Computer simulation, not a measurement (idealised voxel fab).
A process module follows: voxel spacer lines.
Square cells of 5 nm make up the cross-section cut, whose width is 180 nm.
Think of the cross-section as a grid of square cells. We describe it in bands, top to bottom, and each band covers one or more rows of those cells.
Per band: top height and bottom height in nm, followed by the left-to-right materials and their widths in nm; "all across" marks a single material spanning edge to edge, "empty" marks empty space.
Note: height 0 marks the level under which the wafer is uniformly one material as received. Lowest band unbounded below, written "0 -> down".
You'd read "30 to 40" like this: the band's top row of cells is as wide as the first number, its bottom row is as wide as the second, and going down, every row changes width by the same amount as the row before did.
The cross-section has no changed cell in any step marked "no change occurred".
The entry titled "Cavities, closed" provides the empty spaces that have no open way to the top, restricted to those of 8 cells or more. Each is presented as width x height at distance, the distance being measured from the left edge, with all three in nm.
Step line, after settings: the simulator's comment on this step.
When a step includes a mask, the "overlay nm" setting on its line states how far to the right of its planned place that mask lay, and negative values state how far to the left.

[The process steps that were planned are listed below]
1 op RECEIVE | material Si
2 op CONFORMAL_DEP | material Al2O3 | thk nm 10
3 op DIRECTIONAL_DEP | material TiN | thk nm 10
4 op DIRECTIONAL_DEP | material aC | thk nm 30
5 op PATTERN | tone cover | mask id MANDREL | material resist | width nm 25 | pitch nm 70 | thk nm 35 | overlay nm 0
6 op DIRECTIONAL_ETCH | etch materials aC | depth nm 30
7 op STRIP | etch materials resist
8 op CONFORMAL_DEP | material SiN | thk nm 10
9 op DIRECTIONAL_ETCH | etch materials SiN | depth nm 10
10 op STRIP | etch materials aC
11 op DIRECTIONAL_ETCH | etch materials TiN | depth nm 10
12 op STRIP | etch materials SiN
13 op FILL_DEP | material lowk | thk nm 10
14 op CMP | height nm 20

[Wafer as received: cross-section following step 1]
- 0 -> down | Si all across
- Cavities, closed: none

[Module complete, cross-section. Starting point and plan per above. One mistake made in running the module]
- 20 -> 10 | lowk=40, then TiN=10, then lowk=5, then TiN=10, then lowk=45, then TiN=10, then lowk=5, then TiN=10, then lowk=45
- 10 -> 0 | Al2O3 all across
- 0 -> down | Si all across
- Cavities, closed: none
Here's what went sideways: planned and actual differ for step 5; actual: op PATTERN | tone open | mask id MANDREL | material resist | width nm 25 | pitch nm 70 | thk nm 35 | overlay nm 0
